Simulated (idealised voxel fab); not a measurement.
The name of this process module is voxel gate over fins.
Cross-section cut spans 225 nm and uses square cells 5 nm in size.
A cross-section is written here as square cells arranged in a grid, and it is given in bands from the top down, each band taking up one or more rows of cells.
Heights first: top, then bottom, in nm. Then materials, left to right, each with a width in nm. "all across" on a single material: fills the band edge to edge. "blank": empty space.
Heights are measured from 0, the level below which the as-received wafer is all one material; the lowest band has no bottom and continues downward, written as in "z 0 and below".
A width given as "30 to 40" starts at the first number in the band's top row and ends at the second number in its bottom row, shifting by an equal amount at every step from row to row.
"nothing different" -> step changed no cross-section cell.
Empty spaces without an open route to the top, at least 8 cells in extent, make up the entry "Voids lacking openings"; each is given as width x height at distance, where the distance is measured from the left edge, and all are in nm.
Read whatever lies past the settings on a step's line as the simulator's own remark about the step.
"overlay nm" on a masked step: distance the mask lay right of its planned place, negative for left.

PROCESS STEPS (PLANNED)
| 1 | RECEIVE with material Si |
| 2 | CONFORMAL_DEP with material SiN, thk nm 10 |
| 3 | DIRECTIONAL_DEP with material aC, thk nm 15 |
| 4 | PATTERN with tone cover, mask id FINS, material resist, width nm 15, pitch nm 55, thk nm 35, overlay nm 0 |
| 5 | DIRECTIONAL_ETCH with etch materials aC, depth nm 15 |
| 6 | STRIP with etch materials resist |
| 7 | DIRECTIONAL_ETCH with etch materials SiN, depth nm 10 |
| 8 | DIRECTIONAL_ETCH with etch materials Si, depth nm 40 |
| 9 | STRIP with etch materials aC |
| 10 | OXIDIZE with depth nm 5 |
| 11 | FILL_DEP with material SiO2, thk nm 5 |
| 12 | CMP with height nm 10 |
| 13 | DIRECTIONAL_DEP with material aC, thk nm 10 |
| 14 | PATTERN with tone open, mask id RAIL, material resist, width nm 15, thk nm 30, overlay nm 0 |
| 15 | DIRECTIONAL_ETCH with etch materials aC, depth nm 10 |
| 16 | STRIP with etch materials resist |
| 17 | DIRECTIONAL_ETCH with etch materials SiO2, depth nm 45 |
| 18 | STRIP with etch materials aC |
| 19 | CONFORMAL_DEP with material TiN, thk nm 5 |
| 20 | FILL_DEP with material Ru, thk nm 10 |
| 21 | CMP with height nm 10 |
| 22 | SELECTIVE_ETCH with etch materials W Ru TiN, depth nm 30 |
| 23 | FILL_DEP with material SiO2, thk nm 5 |
| 24 | CMP with height nm 10 |
| 25 | SELECTIVE_ETCH with etch materials SiO2, depth nm 25 |
| 26 | STRIP with etch materials SiN |
| 27 | CONFORMAL_DEP with material HfO2, thk nm 5 |
| 28 | CONFORMAL_DEP with material TiN, thk nm 5 |
| 29 | CONFORMAL_DEP with material TiAl, thk nm 5 |
| 30 | CONFORMAL_DEP with material TiN, thk nm 5 |
| 31 | FILL_DEP with material W, thk nm 10 |
| 32 | CMP with height nm 25 |
| 33 | CONFORMAL_DEP with material SiCN, thk nm 10 |

THE FOLLOWING PERTAINS TO THE FIRST OF TWO WAFERS, WHICH WAS PROCESSED AS PLANNED

STEP 1 COMPLETE: CROSS-SECTION OF THE WAFER AS RECEIVED
- z 0 and below  Si all across
- Voids lacking openings: none

STEP 2 COMPLETE: CROSS-SECTION THROUGH THE WAFER
- z 10 to 0  SiN all across
- Note: structure below 0 unchanged.

STEP 3 COMPLETE: CROSS-SECTION THROUGH THE WAFER
- z 25 to 10  aC all across
- Note: structure below 10 unchanged.

STEP 4 COMPLETE: CROSS-SECTION THROUGH THE WAFER
- z 60 to 25  blank=75 | resist=15 | blank=40 | resist=15 | blank=80
- Note: structure below 25 unchanged.

STEP 5 COMPLETE: CROSS-SECTION THROUGH THE WAFER
- z 45 to 25  blank=75 | resist=15 | blank=40 | resist=15 | blank=80
- z 25 to 10  blank=75 | aC=15 | blank=40 | aC=15 | blank=80
- Note: structure below 10 unchanged.

STEP 6 COMPLETE: CROSS-SECTION THROUGH THE WAFER
- z 25 to 10  blank=75 | aC=15 | blank=40 | aC=15 | blank=80
- Note: structure below 10 unchanged.

STEP 7 COMPLETE: CROSS-SECTION THROUGH THE WAFER
- z 25 to 10  blank=75 | aC=15 | blank=40 | aC=15 | blank=80
- z 10 to 0  blank=75 | SiN=15 | blank=40 | SiN=15 | blank=80
- Note: structure below 0 unchanged.

STEP 8 COMPLETE: CROSS-SECTION THROUGH THE WAFER
- z 25 to 10  blank=75 | aC=15 | blank=40 | aC=15 | blank=80
- z 10 to 0  blank=75 | SiN=15 | blank=40 | SiN=15 | blank=80
- z 0 to -40  blank=75 | Si=15 | blank=40 | Si=15 | blank=80
- Note: structure below -40 unchanged.

STEP 9 COMPLETE: CROSS-SECTION THROUGH THE WAFER
- z 10 to 0  blank=75 | SiN=15 | blank=40 | SiN=15 | blank=80
- Note: structure below 0 unchanged.

STEP 10 COMPLETE: CROSS-SECTION THROUGH THE WAFER
- z 10 to 0  blank=75 | SiN=15 | blank=40 | SiN=15 | blank=80
- z 0 to -40  blank=75 | SiO2=5 | Si=5 | SiO2=5 | blank=40 | SiO2=5 | Si=5 | SiO2=5 | blank=80
- z -40 to -45  SiO2=80 | Si=5 | SiO2=50 | Si=5 | SiO2=85
- Note: structure below -45 unchanged.

STEP 11 COMPLETE: CROSS-SECTION THROUGH THE WAFER
- z 15 to 10  SiO2 all across
- z 10 to 0  SiO2=75 | SiN=15 | SiO2=40 | SiN=15 | SiO2=80
- z 0 to -45  SiO2=80 | Si=5 | SiO2=50 | Si=5 | SiO2=85
- Note: structure below -45 unchanged.

STEP 12 COMPLETE: CROSS-SECTION THROUGH THE WAFER
- z 10 to 0  SiO2=75 | SiN=15 | SiO2=40 | SiN=15 | SiO2=80
- Note: structure below 0 unchanged.

STEP 13 COMPLETE: CROSS-SECTION THROUGH THE WAFER
- z 20 to 10  aC all across
- Note: structure below 10 unchanged.

STEP 14 COMPLETE: CROSS-SECTION THROUGH THE WAFER
- z 50 to 20  resist=100 | blank=15 | resist=110
- Note: structure below 20 unchanged.

STEP 15 COMPLETE: CROSS-SECTION THROUGH THE WAFER
- z 40 to 20  resist=100 | blank=15 | resist=110
- z 20 to 10  aC=100 | blank=15 | aC=110
- Note: structure below 10 unchanged.

STEP 16 COMPLETE: CROSS-SECTION THROUGH THE WAFER
- z 20 to 10  aC=100 | blank=15 | aC=110
- Note: structure below 10 unchanged.

STEP 17 COMPLETE: CROSS-SECTION THROUGH THE WAFER
- z 20 to 10  aC=100 | blank=15 | aC=110
- z 10 to 0  SiO2=75 | SiN=15 | SiO2=10 | blank=15 | SiO2=15 | SiN=15 | SiO2=80
- z 0 to -35  SiO2=80 | Si=5 | SiO2=15 | blank=15 | SiO2=20 | Si=5 | SiO2=85
- Note: structure below -35 unchanged.

STEP 18 COMPLETE: CROSS-SECTION THROUGH THE WAFER
- z 10 to 0  SiO2=75 | SiN=15 | SiO2=10 | blank=15 | SiO2=15 | SiN=15 | SiO2=80
- Note: structure below 0 unchanged.

STEP 19 COMPLETE: CROSS-SECTION THROUGH THE WAFER
- z 15 to 10  TiN=105 | blank=5 | TiN=115
- z 10 to 0  SiO2=75 | SiN=15 | SiO2=10 | TiN=5 | blank=5 | TiN=5 | SiO2=15 | SiN=15 | SiO2=80
- z 0 to -30  SiO2=80 | Si=5 | SiO2=15 | TiN=5 | blank=5 | TiN=5 | SiO2=20 | Si=5 | SiO2=85
- z -30 to -35  SiO2=80 | Si=5 | SiO2=15 | TiN=15 | SiO2=20 | Si=5 | SiO2=85
- Note: structure below -35 unchanged.

STEP 20 COMPLETE: CROSS-SECTION THROUGH THE WAFER
- z 25 to 15  Ru all across
- z 15 to 10  TiN=105 | Ru=5 | TiN=115
- z 10 to 0  SiO2=75 | SiN=15 | SiO2=10 | TiN=5 | Ru=5 | TiN=5 | SiO2=15 | SiN=15 | SiO2=80
- z 0 to -30  SiO2=80 | Si=5 | SiO2=15 | TiN=5 | Ru=5 | TiN=5 | SiO2=20 | Si=5 | SiO2=85
- Note: structure below -30 unchanged.

STEP 21 COMPLETE: CROSS-SECTION THROUGH THE WAFER
- z 10 to 0  SiO2=75 | SiN=15 | SiO2=10 | TiN=5 | Ru=5 | TiN=5 | SiO2=15 | SiN=15 | SiO2=80
- Note: structure below 0 unchanged.

STEP 22 COMPLETE: CROSS-SECTION THROUGH THE WAFER
- z 10 to 0  SiO2=75 | SiN=15 | SiO2=10 | blank=15 | SiO2=15 | SiN=15 | SiO2=80
- z 0 to -20  SiO2=80 | Si=5 | SiO2=15 | blank=15 | SiO2=20 | Si=5 | SiO2=85
- Note: structure below -20 unchanged.

STEP 23 COMPLETE: CROSS-SECTION THROUGH THE WAFER
- z 15 to 10  SiO2 all across
- z 10 to 0  SiO2=75 | SiN=15 | SiO2=40 | SiN=15 | SiO2=80
- z 0 to -20  SiO2=80 | Si=5 | SiO2=50 | Si=5 | SiO2=85
- Note: structure below -20 unchanged.

STEP 24 COMPLETE: CROSS-SECTION THROUGH THE WAFER
- z 10 to 0  SiO2=75 | SiN=15 | SiO2=40 | SiN=15 | SiO2=80
- Note: structure below 0 unchanged.

STEP 25 COMPLETE: CROSS-SECTION THROUGH THE WAFER
- z 10 to 0  blank=75 | SiN=15 | blank=40 | SiN=15 | blank=80
- z 0 to -15  blank=80 | Si=5 | blank=50 | Si=5 | blank=85
- Note: structure below -15 unchanged.

STEP 26 COMPLETE: CROSS-SECTION THROUGH THE WAFER
- z 0 to -15  blank=80 | Si=5 | blank=50 | Si=5 | blank=85
- Note: structure below -15 unchanged.

STEP 27 COMPLETE: CROSS-SECTION THROUGH THE WAFER
- z 5 to 0  blank=75 | HfO2=15 | blank=40 | HfO2=15 | blank=80
- z 0 to -10  blank=75 | HfO2=5 | Si=5 | HfO2=5 | blank=40 | HfO2=5 | Si=5 | HfO2=5 | blank=80
- z -10 to -15  HfO2=80 | Si=5 | HfO2=50 | Si=5 | HfO2=85
- Note: structure below -15 unchanged.

STEP 28 COMPLETE: CROSS-SECTION THROUGH THE WAFER
- z 10 to 5  blank=70 | TiN=25 | blank=30 | TiN=25 | blank=75
- z 5 to 0  blank=70 | TiN=5 | HfO2=15 | TiN=5 | blank=30 | TiN=5 | HfO2=15 | TiN=5 | blank=75
- z 0 to -5  blank=70 | TiN=5 | HfO2=5 | Si=5 | HfO2=5 | TiN=5 | blank=30 | TiN=5 | HfO2=5 | Si=5 | HfO2=5 | TiN=5 | blank=75
- z -5 to -10  TiN=75 | HfO2=5 | Si=5 | HfO2=5 | TiN=40 | HfO2=5 | Si=5 | HfO2=5 | TiN=80
- Note: structure below -10 unchanged.

STEP 29 COMPLETE: CROSS-SECTION THROUGH THE WAFER
- z 15 to 10  blank=65 | TiAl=35 | blank=20 | TiAl=35 | blank=70
- z 10 to 5  blank=65 | TiAl=5 | TiN=25 | TiAl=5 | blank=20 | TiAl=5 | TiN=25 | TiAl=5 | blank=70
- z 5 to 0  blank=65 | TiAl=5 | TiN=5 | HfO2=15 | TiN=5 | TiAl=5 | blank=20 | TiAl=5 | TiN=5 | HfO2=15 | TiN=5 | TiAl=5 | blank=70
- z 0 to -5  TiAl=70 | TiN=5 | HfO2=5 | Si=5 | HfO2=5 | TiN=5 | TiAl=30 | TiN=5 | HfO2=5 | Si=5 | HfO2=5 | TiN=5 | TiAl=75
- Note: structure below -5 unchanged.

STEP 30 COMPLETE: CROSS-SECTION THROUGH THE WAFER
- z 20 to 15  blank=60 | TiN=45 | blank=10 | TiN=45 | blank=65
- z 15 to 10  blank=60 | TiN=5 | TiAl=35 | TiN=5 | blank=10 | TiN=5 | TiAl=35 | TiN=5 | blank=65
- z 10 to 5  blank=60 | TiN=5 | TiAl=5 | TiN=25 | TiAl=5 | TiN=5 | blank=10 | TiN=5 | TiAl=5 | TiN=25 | TiAl=5 | TiN=5 | blank=65
- z 5 to 0  TiN=65 | TiAl=5 | TiN=5 | HfO2=15 | TiN=5 | TiAl=5 | TiN=20 | TiAl=5 | TiN=5 | HfO2=15 | TiN=5 | TiAl=5 | TiN=70
- Note: structure below 0 unchanged.

STEP 31 COMPLETE: CROSS-SECTION THROUGH THE WAFER
- z 30 to 20  W all across
- z 20 to 15  W=60 | TiN=45 | W=10 | TiN=45 | W=65
- z 15 to 10  W=60 | TiN=5 | TiAl=35 | TiN=5 | W=10 | TiN=5 | TiAl=35 | TiN=5 | W=65
- z 10 to 5  W=60 | TiN=5 | TiAl=5 | TiN=25 | TiAl=5 | TiN=5 | W=10 | TiN=5 | TiAl=5 | TiN=25 | TiAl=5 | TiN=5 | W=65
- Note: structure below 5 unchanged.

STEP 32 COMPLETE: CROSS-SECTION THROUGH THE WAFER
- z 25 to 20  W all across
- Note: structure below 20 unchanged.

STEP 33 COMPLETE: CROSS-SECTION THROUGH THE WAFER
- z 35 to 25  SiCN all across
- Note: structure below 25 unchanged.

FOR THE SECOND WAFER, TAKE THE FIRST WAFER'S START AND PLAN, THEN ADD ONE MISTAKE MADE IN RUNNING IT; EVERYTHING THROUGH STEP 7, THAT STEP INCLUDED, IS SHARED WITH THE FIRST

CROSS-SECTION OF THE SECOND WAFER WHEN, ACCORDING TO PLAN, STEP 8 SHOULD HAVE FINISHED
- z 25 to 10  blank=75 | aC=15 | blank=40 | aC=15 | blank=80
- z 10 to 0  blank=75 | SiN=15 | blank=40 | SiN=15 | blank=80
- z 0 to -35  blank=75 | Si=15 | blank=40 | Si=15 | blank=80
- Note: structure below -35 unchanged.

CROSS-SECTION OF THE SECOND WAFER WHEN, ACCORDING TO PLAN, STEP 9 SHOULD HAVE FINISHED
- z 10 to 0  blank=75 | SiN=15 | blank=40 | SiN=15 | blank=80
- Note: structure below 0 unchanged.

CROSS-SECTION OF THE SECOND WAFER WHEN, ACCORDING TO PLAN, STEP 10 SHOULD HAVE FINISHED
- z 10 to 0  blank=75 | SiN=15 | blank=40 | SiN=15 | blank=80
- z 0 to -35  blank=75 | SiO2=5 | Si=5 | SiO2=5 | blank=40 | SiO2=5 | Si=5 | SiO2=5 | blank=80
- z -35 to -40  SiO2=80 | Si=5 | SiO2=50 | Si=5 | SiO2=85
- Note: structure below -40 unchanged.

CROSS-SECTION OF THE SECOND WAFER WHEN, ACCORDING TO PLAN, STEP 11 SHOULD HAVE FINISHED
- z 15 to 10  SiO2 all across
- z 10 to 0  SiO2=75 | SiN=15 | SiO2=40 | SiN=15 | SiO2=80
- z 0 to -40  SiO2=80 | Si=5 | SiO2=50 | Si=5 | SiO2=85
- Note: structure below -40 unchanged.

CROSS-SECTION OF THE SECOND WAFER WHEN, ACCORDING TO PLAN, STEP 12 SHOULD HAVE FINISHED
- z 10 to 0  SiO2=75 | SiN=15 | SiO2=40 | SiN=15 | SiO2=80
- Note: structure below 0 unchanged.

CROSS-SECTION OF THE SECOND WAFER WHEN, ACCORDING TO PLAN, STEP 13 SHOULD HAVE FINISHED
- z 20 to 10  aC all across
- Note: structure below 10 unchanged.

CROSS-SECTION OF THE SECOND WAFER WHEN, ACCORDING TO PLAN, STEP 14 SHOULD HAVE FINISHED
- z 50 to 20  resist=100 | blank=15 | resist=110
- Note: structure below 20 unchanged.

CROSS-SECTION OF THE SECOND WAFER WHEN, ACCORDING TO PLAN, STEP 15 SHOULD HAVE FINISHED
- z 40 to 20  resist=100 | blank=15 | resist=110
- z 20 to 10  aC=100 | blank=15 | aC=110
- Note: structure below 10 unchanged.

CROSS-SECTION OF THE SECOND WAFER WHEN, ACCORDING TO PLAN, STEP 16 SHOULD HAVE FINISHED
- z 20 to 10  aC=100 | blank=15 | aC=110
- Note: structure below 10 unchanged.

CROSS-SECTION OF THE SECOND WAFER WHEN, ACCORDING TO PLAN, STEP 17 SHOULD HAVE FINISHED
- z 20 to 10  aC=100 | blank=15 | aC=110
- z 10 to 0  SiO2=75 | SiN=15 | SiO2=10 | blank=15 | SiO2=15 | SiN=15 | SiO2=80
- z 0 to -35  SiO2=80 | Si=5 | SiO2=15 | blank=15 | SiO2=20 | Si=5 | SiO2=85
- Note: structure below -35 unchanged.

CROSS-SECTION OF THE SECOND WAFER WHEN, ACCORDING TO PLAN, STEP 18 SHOULD HAVE FINISHED
- z 10 to 0  SiO2=75 | SiN=15 | SiO2=10 | blank=15 | SiO2=15 | SiN=15 | SiO2=80
- Note: structure below 0 unchanged.

CROSS-SECTION OF THE SECOND WAFER WHEN, ACCORDING TO PLAN, STEP 19 SHOULD HAVE FINISHED
- z 15 to 10  TiN=105 | blank=5 | TiN=115
- z 10 to 0  SiO2=75 | SiN=15 | SiO2=10 | TiN=5 | blank=5 | TiN=5 | SiO2=15 | SiN=15 | SiO2=80
- z 0 to -30  SiO2=80 | Si=5 | SiO2=15 | TiN=5 | blank=5 | TiN=5 | SiO2=20 | Si=5 | SiO2=85
- z -30 to -35  SiO2=80 | Si=5 | SiO2=15 | TiN=15 | SiO2=20 | Si=5 | SiO2=85
- Note: structure below -35 unchanged.

CROSS-SECTION OF THE SECOND WAFER WHEN, ACCORDING TO PLAN, STEP 20 SHOULD HAVE FINISHED
- z 25 to 15  Ru all across
- z 15 to 10  TiN=105 | Ru=5 | TiN=115
- z 10 to 0  SiO2=75 | SiN=15 | SiO2=10 | TiN=5 | Ru=5 | TiN=5 | SiO2=15 | SiN=15 | SiO2=80
- z 0 to -30  SiO2=80 | Si=5 | SiO2=15 | TiN=5 | Ru=5 | TiN=5 | SiO2=20 | Si=5 | SiO2=85
- Note: structure below -30 unchanged.

CROSS-SECTION OF THE SECOND WAFER WHEN, ACCORDING TO PLAN, STEP 21 SHOULD HAVE FINISHED
- z 10 to 0  SiO2=75 | SiN=15 | SiO2=10 | TiN=5 | Ru=5 | TiN=5 | SiO2=15 | SiN=15 | SiO2=80
- Note: structure below 0 unchanged.

CROSS-SECTION OF THE SECOND WAFER WHEN, ACCORDING TO PLAN, STEP 22 SHOULD HAVE FINISHED
- z 10 to 0  SiO2=75 | SiN=15 | SiO2=10 | blank=15 | SiO2=15 | SiN=15 | SiO2=80
- z 0 to -20  SiO2=80 | Si=5 | SiO2=15 | blank=15 | SiO2=20 | Si=5 | SiO2=85
- Note: structure below -20 unchanged.

CROSS-SECTION OF THE SECOND WAFER WHEN, ACCORDING TO PLAN, STEP 23 SHOULD HAVE FINISHED
- z 15 to 10  SiO2 all across
- z 10 to 0  SiO2=75 | SiN=15 | SiO2=40 | SiN=15 | SiO2=80
- z 0 to -20  SiO2=80 | Si=5 | SiO2=50 | Si=5 | SiO2=85
- Note: structure below -20 unchanged.

CROSS-SECTION OF THE SECOND WAFER WHEN, ACCORDING TO PLAN, STEP 24 SHOULD HAVE FINISHED
- z 10 to 0  SiO2=75 | SiN=15 | SiO2=40 | SiN=15 | SiO2=80
- Note: structure below 0 unchanged.

CROSS-SECTION OF THE SECOND WAFER WHEN, ACCORDING TO PLAN, STEP 25 SHOULD HAVE FINISHED
- z 10 to 0  blank=75 | SiN=15 | blank=40 | SiN=15 | blank=80
- z 0 to -15  blank=80 | Si=5 | blank=50 | Si=5 | blank=85
- Note: structure below -15 unchanged.

CROSS-SECTION OF THE SECOND WAFER WHEN, ACCORDING TO PLAN, STEP 26 SHOULD HAVE FINISHED
- z 0 to -15  blank=80 | Si=5 | blank=50 | Si=5 | blank=85
- Note: structure below -15 unchanged.

CROSS-SECTION OF THE SECOND WAFER WHEN, ACCORDING TO PLAN, STEP 27 SHOULD HAVE FINISHED
- z 5 to 0  blank=75 | HfO2=15 | blank=40 | HfO2=15 | blank=80
- z 0 to -10  blank=75 | HfO2=5 | Si=5 | HfO2=5 | blank=40 | HfO2=5 | Si=5 | HfO2=5 | blank=80
- z -10 to -15  HfO2=80 | Si=5 | HfO2=50 | Si=5 | HfO2=85
- Note: structure below -15 unchanged.

CROSS-SECTION OF THE SECOND WAFER WHEN, ACCORDING TO PLAN, STEP 28 SHOULD HAVE FINISHED
- z 10 to 5  blank=70 | TiN=25 | blank=30 | TiN=25 | blank=75
- z 5 to 0  blank=70 | TiN=5 | HfO2=15 | TiN=5 | blank=30 | TiN=5 | HfO2=15 | TiN=5 | blank=75
- z 0 to -5  blank=70 | TiN=5 | HfO2=5 | Si=5 | HfO2=5 | TiN=5 | blank=30 | TiN=5 | HfO2=5 | Si=5 | HfO2=5 | TiN=5 | blank=75
- z -5 to -10  TiN=75 | HfO2=5 | Si=5 | HfO2=5 | TiN=40 | HfO2=5 | Si=5 | HfO2=5 | TiN=80
- Note: structure below -10 unchanged.

CROSS-SECTION OF THE SECOND WAFER WHEN, ACCORDING TO PLAN, STEP 29 SHOULD HAVE FINISHED
- z 15 to 10  blank=65 | TiAl=35 | blank=20 | TiAl=35 | blank=70
- z 10 to 5  blank=65 | TiAl=5 | TiN=25 | TiAl=5 | blank=20 | TiAl=5 | TiN=25 | TiAl=5 | blank=70
- z 5 to 0  blank=65 | TiAl=5 | TiN=5 | HfO2=15 | TiN=5 | TiAl=5 | blank=20 | TiAl=5 | TiN=5 | HfO2=15 | TiN=5 | TiAl=5 | blank=70
- z 0 to -5  TiAl=70 | TiN=5 | HfO2=5 | Si=5 | HfO2=5 | TiN=5 | TiAl=30 | TiN=5 | HfO2=5 | Si=5 | HfO2=5 | TiN=5 | TiAl=75
- Note: structure below -5 unchanged.

CROSS-SECTION OF THE SECOND WAFER WHEN, ACCORDING TO PLAN, STEP 30 SHOULD HAVE FINISHED
- z 20 to 15  blank=60 | TiN=45 | blank=10 | TiN=45 | blank=65
- z 15 to 10  blank=60 | TiN=5 | TiAl=35 | TiN=5 | blank=10 | TiN=5 | TiAl=35 | TiN=5 | blank=65
- z 10 to 5  blank=60 | TiN=5 | TiAl=5 | TiN=25 | TiAl=5 | TiN=5 | blank=10 | TiN=5 | TiAl=5 | TiN=25 | TiAl=5 | TiN=5 | blank=65
- z 5 to 0  TiN=65 | TiAl=5 | TiN=5 | HfO2=15 | TiN=5 | TiAl=5 | TiN=20 | TiAl=5 | TiN=5 | HfO2=15 | TiN=5 | TiAl=5 | TiN=70
- Note: structure below 0 unchanged.

CROSS-SECTION OF THE SECOND WAFER WHEN, ACCORDING TO PLAN, STEP 31 SHOULD HAVE FINISHED
- z 30 to 20  W all across
- z 20 to 15  W=60 | TiN=45 | W=10 | TiN=45 | W=65
- z 15 to 10  W=60 | TiN=5 | TiAl=35 | TiN=5 | W=10 | TiN=5 | TiAl=35 | TiN=5 | W=65
- z 10 to 5  W=60 | TiN=5 | TiAl=5 | TiN=25 | TiAl=5 | TiN=5 | W=10 | TiN=5 | TiAl=5 | TiN=25 | TiAl=5 | TiN=5 | W=65
- Note: structure below 5 unchanged.

CROSS-SECTION OF THE SECOND WAFER WHEN, ACCORDING TO PLAN, STEP 32 SHOULD HAVE FINISHED
- z 25 to 20  W all across
- Note: structure below 20 unchanged.

CROSS-SECTION OF THE SECOND WAFER WHEN, ACCORDING TO PLAN, STEP 33 SHOULD HAVE FINISHED
- z 35 to 25  SiCN all across
- Note: structure below 25 unchanged.
It is concluded that the wafer was processed incorrectly with respect to the plan, in that step 8 did not happen as planned, as run it was DIRECTIONAL_ETCH with etch materials Si, depth nm 35
The final cell counts differ between the wafers, with the second having more or fewer of some materials than the first: Si +43; SiO2 -43
